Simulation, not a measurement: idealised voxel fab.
Process module heading - voxel capacitor over wiring
Pictured: cross-section cut, 300 nm wide, on a grid of 5 nm square cells.
Reading order for cross-sections: top band down to bottom band. Underlying form: a grid of square cells. Band size: one or more rows of cells.
The band entry comprises the height of the band's top followed by the height of its bottom, expressed in nm, and subsequently the band's materials from left to right, each stated together with its width in nm. Where a single material is marked with the word "full width", that material fills the band from edge to edge. The word "air" represents empty space.
Zero point of the height axis is 0; under it, received wafer = one material. Lowest band: continues down indefinitely, "0 nm and below".
The two numbers in a width such as "30->40" mark its ends across the band: the first belongs to the top row of cells, the second to the bottom row, and from each row to the next the width moves by the same amount.
For the purposes of this document, the phrase "no change occurred" attached to a step denotes that no cell within the cross-section was modified by that step.
The entry titled "Catalogued sealed voids" provides the empty spaces that have no open way to the top, restricted to those of 8 cells or more. Each is presented as width x height at distance, the distance being measured from the left edge, with all three in nm.
Whatever follows a step's settings on its line is a remark the simulator itself makes about that step.
A step's line can hold "overlay nm"; with a mask on that step, the setting says how far right of the planned place the mask lay, while a negative setting says it lay to the left.
## Planned process steps
1 RECEIVE, material Si
2 CONFORMAL_DEP, material SiO2, thk nm 10
3 CONFORMAL_DEP, material SiN, thk nm 5
4 DIRECTIONAL_DEP, material SiO2, thk nm 25
5 DIRECTIONAL_DEP, material aC, thk nm 10
6 PATTERN, tone open, mask id METAL_1, material resist, width nm 30, pitch nm 85, thk nm 30, overlay nm 0
7 DIRECTIONAL_ETCH, etch materials aC, depth nm 10
8 STRIP, etch materials resist
9 DIRECTIONAL_ETCH, etch materials SiO2, depth nm 25
10 DIRECTIONAL_ETCH, etch materials SiN, depth nm 5
11 STRIP, etch materials aC
12 CONFORMAL_DEP, material TiN, thk nm 5
13 FILL_DEP, material Cu, thk nm 10
14 CMP, height nm 40
15 CONFORMAL_DEP, material SiCN, thk nm 5
16 DIRECTIONAL_DEP, material lowk, thk nm 20
17 MASKED_ETCH, tone open, mask id PLUG_1, width nm 15, etch materials lowk, depth nm 20, overlay nm 0
18 MASKED_ETCH, tone open, mask id PLUG_1, width nm 15, etch materials SiCN, depth nm 5, overlay nm 0
19 EPI, material Ru, thk nm 10
20 EPI, material Ru, thk nm 10
21 EPI, material Ru, thk nm 5
22 DIRECTIONAL_DEP, material TiN, thk nm 10
23 DIRECTIONAL_DEP, material SiN, thk nm 5
24 DIRECTIONAL_DEP, material TiN, thk nm 5
25 MASKED_ETCH, tone cover, mask id UPPER_PLATE, width nm 60, etch materials TiN, depth nm 5, overlay nm 0
26 MASKED_ETCH, tone cover, mask id UPPER_PLATE, width nm 60, etch materials SiN, depth nm 5, overlay nm 0
27 PATTERN, tone cover, mask id LOWER_PLATE, material resist, width nm 70, thk nm 15, overlay nm 0
28 DIRECTIONAL_ETCH, etch materials TiN, depth nm 10
29 STRIP, etch materials resist
30 FILL_DEP, material SiO2, thk nm 15
31 CMP, height nm 95
32 MASKED_ETCH, tone open, mask id PLUG_2, width nm 15, etch materials SiO2, depth nm 10, overlay nm 0
33 CONFORMAL_DEP, material TiN, thk nm 5
34 FILL_DEP, material W, thk nm 5
35 CMP, height nm 95
36 CONFORMAL_DEP, material SiCN, thk nm 5
## As-received wafer cross-section (after step 1)
0 nm and below | Si full width
Catalogued sealed voids: none
## The first of the two wafers as seen in cross-section once the module was finished; processing followed the plan
100 nm to 95 nm | SiCN full width
95 nm to 90 nm | 115 SiO2 / 5 TiN / 5 W / 5 TiN / 170 SiO2
90 nm to 80 nm | 115->105 SiO2 / 15->60 TiN / 170->135 SiO2
80 nm to 75 nm | 105 SiO2 / 60 SiN / 135 SiO2
75 nm to 65 nm | 100 SiO2 / 70 TiN / 130 SiO2
65 nm to 45 nm | 105 lowk / 15 Ru / 180 lowk
45 nm to 40 nm | 105 SiCN / 15 Ru / 180 SiCN
40 nm to 15 nm | 90 SiO2 / 5 TiN / 20 Cu / 5 TiN / 55 SiO2 / 5 TiN / 20 Cu / 5 TiN / 95 SiO2
15 nm to 10 nm | 90 SiN / 30 TiN / 55 SiN / 30 TiN / 95 SiN
10 nm to 0 nm | SiO2 full width
0 nm and below | Si full width
Catalogued sealed voids: none
## Second of two wafers, module complete, sectioned: it shares the first wafer's start and plan but was run with one mistake
100 nm to 95 nm | SiCN full width
95 nm to 90 nm | 110 SiO2 / 5 TiN / 15 W / 5 TiN / 165 SiO2
90 nm to 80 nm | 110->105 SiO2 / 25->60 TiN / 165->135 SiO2
80 nm to 75 nm | 105 SiO2 / 60 SiN / 135 SiO2
75 nm to 65 nm | 100 SiO2 / 70 TiN / 130 SiO2
65 nm to 45 nm | 105 lowk / 15 Ru / 180 lowk
45 nm to 40 nm | 105 SiCN / 15 Ru / 180 SiCN
40 nm to 15 nm | 90 SiO2 / 5 TiN / 20 Cu / 5 TiN / 55 SiO2 / 5 TiN / 20 Cu / 5 TiN / 95 SiO2
15 nm to 10 nm | 90 SiN / 30 TiN / 55 SiN / 30 TiN / 95 SiN
10 nm to 0 nm | SiO2 full width
0 nm and below | Si full width
Catalogued sealed voids: none
Deviation noted in wafer processing: step 32 was run on a setting that differed from the plan, and what really ran there is MASKED_ETCH, tone open, mask id PLUG_2, width nm 25, etch materials SiO2, depth nm 10, overlay nm 0
The second wafer ends with more or fewer cells of some materials than the first, per final count: SiO2: 4 fewer; TiN: 2 more; W: 2 more
